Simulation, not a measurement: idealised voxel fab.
Process module in this document: voxel self aligned contacts
Shown is cross-section cut, with a width of 210 nm and square cells of size 5 nm.
This document writes a cross-section as a grid whose cells are square, and gives it as bands, listed from the top down; one or more rows of cells form a band. A band entry consists of two parts. The first gives the height of the band's top and the height of its bottom, in nm. The rest lists the band's materials from left to right, each with its width in nm. A single material labelled with the word "full width" fills the band from edge to edge, and the word "blank" marks empty space. Ref level 0: as-received wafer is one material below here. Bottom band extends down with no lower bound ("top 0, no bottom"). Per-row width for "30 to 40": begins at first number (top row of band), ends at second number (bottom row), increment between rows held constant. Where the words "no change" appear for a step, the cross-section shows no cell changed by that step; every cell remained as before. Each empty space that has no open way to the top and spans at least 8 cells appears under "Enclosed void listing" as width x height at distance, the distance counted from the left edge, all in nm. Where a step's line continues beyond its settings, the continuation is a remark by the simulator itself on that step. overlay nm: on a step with a mask, how far right of its planned place the mask lay; negative means left.

Below is the list of planned process steps:
1,RECEIVE | material Si
2,OXIDIZE | depth nm 5
3,DIRECTIONAL_DEP | material polySi | thk nm 30
4,DIRECTIONAL_DEP | material SiN | thk nm 15
5,DIRECTIONAL_DEP | material aC | thk nm 10
6,PATTERN | tone cover | mask id GATE | material resist | width nm 25 | pitch nm 55 | thk nm 25 | overlay nm 0
7,DIRECTIONAL_ETCH | etch materials aC | depth nm 10
8,STRIP | etch materials resist
9,DIRECTIONAL_ETCH | etch materials SiN | depth nm 15
10,DIRECTIONAL_ETCH | etch materials polySi | depth nm 30
11,STRIP | etch materials aC
12,CONFORMAL_DEP | material SiN | thk nm 5
13,DIRECTIONAL_ETCH | etch materials SiN | depth nm 5
14,FILL_DEP | material SiO2 | thk nm 15
15,CMP | height nm 55
16,PATTERN | tone open | mask id CONTACT | material resist | width nm 40 | pitch nm 55 | thk nm 20 | overlay nm 0
17,DIRECTIONAL_ETCH | etch materials SiO2 | depth nm 60
18,STRIP | etch materials resist
19,CONFORMAL_DEP | material TiN | thk nm 5
20,FILL_DEP | material Ru | thk nm 10
21,CMP | height nm 55
22,CONFORMAL_DEP | material SiN | thk nm 5

Below: the first of two wafers, run as planned:

Cross-section of the incoming wafer, state after step 1:
  top 0, no bottom  Si full width
  Enclosed void listing: none

Wafer xsec, post step 2:
  top 0, bottom -5  SiO2 full width
  Beneath the level -5, the cross-section is identical to its previous state.

Wafer xsec, post step 3:
  top 30, bottom 0  polySi full width
  Beneath the level 0, the cross-section is identical to its previous state.

Wafer xsec, post step 4:
  top 45, bottom 30  SiN full width
  Beneath the level 30, the cross-section is identical to its previous state.

Wafer xsec, post step 5:
  top 55, bottom 45  aC full width
  Beneath the level 45, the cross-section is identical to its previous state.

Wafer xsec, post step 6:
  top 80, bottom 55  blank=35 / resist=25 / blank=30 / resist=25 / blank=30 / resist=25 / blank=40
  Beneath the level 55, the cross-section is identical to its previous state.

Wafer xsec, post step 7:
  top 70, bottom 55  blank=35 / resist=25 / blank=30 / resist=25 / blank=30 / resist=25 / blank=40
  top 55, bottom 45  blank=35 / aC=25 / blank=30 / aC=25 / blank=30 / aC=25 / blank=40
  Beneath the level 45, the cross-section is identical to its previous state.

Wafer xsec, post step 8:
  top 55, bottom 45  blank=35 / aC=25 / blank=30 / aC=25 / blank=30 / aC=25 / blank=40
  Beneath the level 45, the cross-section is identical to its previous state.

Wafer xsec, post step 9:
  top 55, bottom 45  blank=35 / aC=25 / blank=30 / aC=25 / blank=30 / aC=25 / blank=40
  top 45, bottom 30  blank=35 / SiN=25 / blank=30 / SiN=25 / blank=30 / SiN=25 / blank=40
  Beneath the level 30, the cross-section is identical to its previous state.

Wafer xsec, post step 10:
  top 55, bottom 45  blank=35 / aC=25 / blank=30 / aC=25 / blank=30 / aC=25 / blank=40
  top 45, bottom 30  blank=35 / SiN=25 / blank=30 / SiN=25 / blank=30 / SiN=25 / blank=40
  top 30, bottom 0  blank=35 / polySi=25 / blank=30 / polySi=25 / blank=30 / polySi=25 / blank=40
  Beneath the level 0, the cross-section is identical to its previous state.

Wafer xsec, post step 11:
  top 45, bottom 30  blank=35 / SiN=25 / blank=30 / SiN=25 / blank=30 / SiN=25 / blank=40
  Beneath the level 30, the cross-section is identical to its previous state.

Wafer xsec, post step 12:
  top 50, bottom 30  blank=30 / SiN=35 / blank=20 / SiN=35 / blank=20 / SiN=35 / blank=35
  top 30, bottom 5  blank=30 / SiN=5 / polySi=25 / SiN=5 / blank=20 / SiN=5 / polySi=25 / SiN=5 / blank=20 / SiN=5 / polySi=25 / SiN=5 / blank=35
  top 5, bottom 0  SiN=35 / polySi=25 / SiN=30 / polySi=25 / SiN=30 / polySi=25 / SiN=40
  Beneath the level 0, the cross-section is identical to its previous state.

Wafer xsec, post step 13:
  top 45, bottom 30  blank=30 / SiN=35 / blank=20 / SiN=35 / blank=20 / SiN=35 / blank=35
  top 30, bottom 0  blank=30 / SiN=5 / polySi=25 / SiN=5 / blank=20 / SiN=5 / polySi=25 / SiN=5 / blank=20 / SiN=5 / polySi=25 / SiN=5 / blank=35
  Beneath the level 0, the cross-section is identical to its previous state.

Wafer xsec, post step 14:
  top 60, bottom 45  SiO2 full width
  top 45, bottom 30  SiO2=30 / SiN=35 / SiO2=20 / SiN=35 / SiO2=20 / SiN=35 / SiO2=35
  top 30, bottom 0  SiO2=30 / SiN=5 / polySi=25 / SiN=5 / SiO2=20 / SiN=5 / polySi=25 / SiN=5 / SiO2=20 / SiN=5 / polySi=25 / SiN=5 / SiO2=35
  Beneath the level 0, the cross-section is identical to its previous state.

Wafer xsec, post step 15:
  top 55, bottom 45  SiO2 full width
  Beneath the level 45, the cross-section is identical to its previous state.

Wafer xsec, post step 16:
  top 75, bottom 55  resist=55 / blank=40 / resist=15 / blank=40 / resist=60
  Beneath the level 55, the cross-section is identical to its previous state.

Wafer xsec, post step 17:
  top 75, bottom 55  resist=55 / blank=40 / resist=15 / blank=40 / resist=60
  top 55, bottom 45  SiO2=55 / blank=40 / SiO2=15 / blank=40 / SiO2=60
  top 45, bottom 30  SiO2=30 / SiN=35 / blank=20 / SiN=35 / blank=20 / SiN=35 / SiO2=35
  top 30, bottom 0  SiO2=30 / SiN=5 / polySi=25 / SiN=5 / blank=20 / SiN=5 / polySi=25 / SiN=5 / blank=20 / SiN=5 / polySi=25 / SiN=5 / SiO2=35
  top 0, bottom -5  SiO2=65 / blank=20 / SiO2=35 / blank=20 / SiO2=70
  Beneath the level -5, the cross-section is identical to its previous state.

Wafer xsec, post step 18:
  top 55, bottom 45  SiO2=55 / blank=40 / SiO2=15 / blank=40 / SiO2=60
  Beneath the level 45, the cross-section is identical to its previous state.

Wafer xsec, post step 19:
  top 60, bottom 55  TiN=60 / blank=30 / TiN=25 / blank=30 / TiN=65
  top 55, bottom 45  SiO2=55 / TiN=5 to 15 / blank=30 to 10 / TiN=5 to 15 / SiO2=15 / TiN=5 to 15 / blank=30 to 10 / TiN=5 to 15 / SiO2=60
  top 45, bottom 30  SiO2=30 / SiN=35 / TiN=5 / blank=10 / TiN=5 / SiN=35 / TiN=5 / blank=10 / TiN=5 / SiN=35 / SiO2=35
  top 30, bottom 0  SiO2=30 / SiN=5 / polySi=25 / SiN=5 / TiN=5 / blank=10 / TiN=5 / SiN=5 / polySi=25 / SiN=5 / TiN=5 / blank=10 / TiN=5 / SiN=5 / polySi=25 / SiN=5 / SiO2=35
  top 0, bottom -5  SiO2=65 / TiN=20 / SiO2=35 / TiN=20 / SiO2=70
  Beneath the level -5, the cross-section is identical to its previous state.

Wafer xsec, post step 20:
  top 70, bottom 60  Ru full width
  top 60, bottom 55  TiN=60 / Ru=30 / TiN=25 / Ru=30 / TiN=65
  top 55, bottom 45  SiO2=55 / TiN=5 to 15 / Ru=30 to 10 / TiN=5 to 15 / SiO2=15 / TiN=5 to 15 / Ru=30 to 10 / TiN=5 to 15 / SiO2=60
  top 45, bottom 30  SiO2=30 / SiN=35 / TiN=5 / Ru=10 / TiN=5 / SiN=35 / TiN=5 / Ru=10 / TiN=5 / SiN=35 / SiO2=35
  top 30, bottom 0  SiO2=30 / SiN=5 / polySi=25 / SiN=5 / TiN=5 / Ru=10 / TiN=5 / SiN=5 / polySi=25 / SiN=5 / TiN=5 / Ru=10 / TiN=5 / SiN=5 / polySi=25 / SiN=5 / SiO2=35
  Beneath the level 0, the cross-section is identical to its previous state.

Wafer xsec, post step 21:
  top 55, bottom 45  SiO2=55 / TiN=5 to 15 / Ru=30 to 10 / TiN=5 to 15 / SiO2=15 / TiN=5 to 15 / Ru=30 to 10 / TiN=5 to 15 / SiO2=60
  Beneath the level 45, the cross-section is identical to its previous state.

Wafer xsec, post step 22:
  top 60, bottom 55  SiN full width
  Beneath the level 55, the cross-section is identical to its previous state.

Here the second wafer is described. Its start and its plan were those of the first wafer. Its run contained one mistake. Up to and including step 2, it did exactly what the first wafer did:

The second wafer in cross-section, at the planned close of step 3:
  top 60, bottom 0  polySi full width
  Beneath the level 0, the cross-section is identical to its previous state.

The second wafer in cross-section, at the planned close of step 4:
  top 75, bottom 60  SiN full width
  Beneath the level 60, the cross-section is identical to its previous state.

The second wafer in cross-section, at the planned close of step 5:
  top 85, bottom 75  aC full width
  Beneath the level 75, the cross-section is identical to its previous state.

The second wafer in cross-section, at the planned close of step 6:
  top 110, bottom 85  blank=35 / resist=25 / blank=30 / resist=25 / blank=30 / resist=25 / blank=40
  Beneath the level 85, the cross-section is identical to its previous state.

The second wafer in cross-section, at the planned close of step 7:
  top 100, bottom 85  blank=35 / resist=25 / blank=30 / resist=25 / blank=30 / resist=25 / blank=40
  top 85, bottom 75  blank=35 / aC=25 / blank=30 / aC=25 / blank=30 / aC=25 / blank=40
  Beneath the level 75, the cross-section is identical to its previous state.

The second wafer in cross-section, at the planned close of step 8:
  top 85, bottom 75  blank=35 / aC=25 / blank=30 / aC=25 / blank=30 / aC=25 / blank=40
  Beneath the level 75, the cross-section is identical to its previous state.

The second wafer in cross-section, at the planned close of step 9:
  top 85, bottom 75  blank=35 / aC=25 / blank=30 / aC=25 / blank=30 / aC=25 / blank=40
  top 75, bottom 60  blank=35 / SiN=25 / blank=30 / SiN=25 / blank=30 / SiN=25 / blank=40
  Beneath the level 60, the cross-section is identical to its previous state.

The second wafer in cross-section, at the planned close of step 10:
  top 85, bottom 75  blank=35 / aC=25 / blank=30 / aC=25 / blank=30 / aC=25 / blank=40
  top 75, bottom 60  blank=35 / SiN=25 / blank=30 / SiN=25 / blank=30 / SiN=25 / blank=40
  top 60, bottom 30  blank=35 / polySi=25 / blank=30 / polySi=25 / blank=30 / polySi=25 / blank=40
  Beneath the level 30, the cross-section is identical to its previous state.

The second wafer in cross-section, at the planned close of step 11:
  top 75, bottom 60  blank=35 / SiN=25 / blank=30 / SiN=25 / blank=30 / SiN=25 / blank=40
  Beneath the level 60, the cross-section is identical to its previous state.

The second wafer in cross-section, at the planned close of step 12:
  top 80, bottom 60  blank=30 / SiN=35 / blank=20 / SiN=35 / blank=20 / SiN=35 / blank=35
  top 60, bottom 35  blank=30 / SiN=5 / polySi=25 / SiN=5 / blank=20 / SiN=5 / polySi=25 / SiN=5 / blank=20 / SiN=5 / polySi=25 / SiN=5 / blank=35
  top 35, bottom 30  SiN=35 / polySi=25 / SiN=30 / polySi=25 / SiN=30 / polySi=25 / SiN=40
  Beneath the level 30, the cross-section is identical to its previous state.

The second wafer in cross-section, at the planned close of step 13:
  top 75, bottom 60  blank=30 / SiN=35 / blank=20 / SiN=35 / blank=20 / SiN=35 / blank=35
  top 60, bottom 30  blank=30 / SiN=5 / polySi=25 / SiN=5 / blank=20 / SiN=5 / polySi=25 / SiN=5 / blank=20 / SiN=5 / polySi=25 / SiN=5 / blank=35
  Beneath the level 30, the cross-section is identical to its previous state.

The second wafer in cross-section, at the planned close of step 14:
  top 90, bottom 75  SiO2 full width
  top 75, bottom 60  SiO2=30 / SiN=35 / SiO2=20 / SiN=35 / SiO2=20 / SiN=35 / SiO2=35
  top 60, bottom 30  SiO2=30 / SiN=5 / polySi=25 / SiN=5 / SiO2=20 / SiN=5 / polySi=25 / SiN=5 / SiO2=20 / SiN=5 / polySi=25 / SiN=5 / SiO2=35
  Beneath the level 30, the cross-section is identical to its previous state.

The second wafer in cross-section, at the planned close of step 15:
  top 55, bottom 30  SiO2=30 / SiN=5 / polySi=25 / SiN=5 / SiO2=20 / SiN=5 / polySi=25 / SiN=5 / SiO2=20 / SiN=5 / polySi=25 / SiN=5 / SiO2=35
  Beneath the level 30, the cross-section is identical to its previous state.

The second wafer in cross-section, at the planned close of step 16:
  top 75, bottom 55  resist=55 / blank=40 / resist=15 / blank=40 / resist=60
  Beneath the level 55, the cross-section is identical to its previous state.

The second wafer in cross-section, at the planned close of step 17:
  top 75, bottom 55  resist=55 / blank=40 / resist=15 / blank=40 / resist=60
  top 55, bottom 30  SiO2=30 / SiN=5 / polySi=25 / SiN=5 / blank=20 / SiN=5 / polySi=25 / SiN=5 / blank=20 / SiN=5 / polySi=25 / SiN=5 / SiO2=35
  Beneath the level 30, the cross-section is identical to its previous state.

The second wafer in cross-section, at the planned close of step 18:
  top 55, bottom 30  SiO2=30 / SiN=5 / polySi=25 / SiN=5 / blank=20 / SiN=5 / polySi=25 / SiN=5 / blank=20 / SiN=5 / polySi=25 / SiN=5 / SiO2=35
  Beneath the level 30, the cross-section is identical to its previous state.

The second wafer in cross-section, at the planned close of step 19:
  top 60, bottom 55  TiN=70 / blank=10 / TiN=45 / blank=10 / TiN=75
  top 55, bottom 35  SiO2=30 / SiN=5 / polySi=25 / SiN=5 / TiN=5 / blank=10 / TiN=5 / SiN=5 / polySi=25 / SiN=5 / TiN=5 / blank=10 / TiN=5 / SiN=5 / polySi=25 / SiN=5 / SiO2=35
  top 35, bottom 30  SiO2=30 / SiN=5 / polySi=25 / SiN=5 / TiN=20 / SiN=5 / polySi=25 / SiN=5 / TiN=20 / SiN=5 / polySi=25 / SiN=5 / SiO2=35
  Beneath the level 30, the cross-section is identical to its previous state.

The second wafer in cross-section, at the planned close of step 20:
  top 70, bottom 60  Ru full width
  top 60, bottom 55  TiN=70 / Ru=10 / TiN=45 / Ru=10 / TiN=75
  top 55, bottom 35  SiO2=30 / SiN=5 / polySi=25 / SiN=5 / TiN=5 / Ru=10 / TiN=5 / SiN=5 / polySi=25 / SiN=5 / TiN=5 / Ru=10 / TiN=5 / SiN=5 / polySi=25 / SiN=5 / SiO2=35
  Beneath the level 35, the cross-section is identical to its previous state.

The second wafer in cross-section, at the planned close of step 21:
  top 55, bottom 35  SiO2=30 / SiN=5 / polySi=25 / SiN=5 / TiN=5 / Ru=10 / TiN=5 / SiN=5 / polySi=25 / SiN=5 / TiN=5 / Ru=10 / TiN=5 / SiN=5 / polySi=25 / SiN=5 / SiO2=35
  Beneath the level 35, the cross-section is identical to its previous state.

The second wafer in cross-section, at the planned close of step 22:
  top 60, bottom 55  SiN full width
  Beneath the level 55, the cross-section is identical to its previous state.
The plan and the run diverged here: regarding the plan, step 3 was run twice
It is noted that, at the conclusion of processing, the second wafer exhibits a higher or lower cell count for certain materials relative to the first: Ru: 36 fewer | SiN: 69 fewer | SiO2: 96 fewer | TiN: 36 fewer | polySi: 237 more
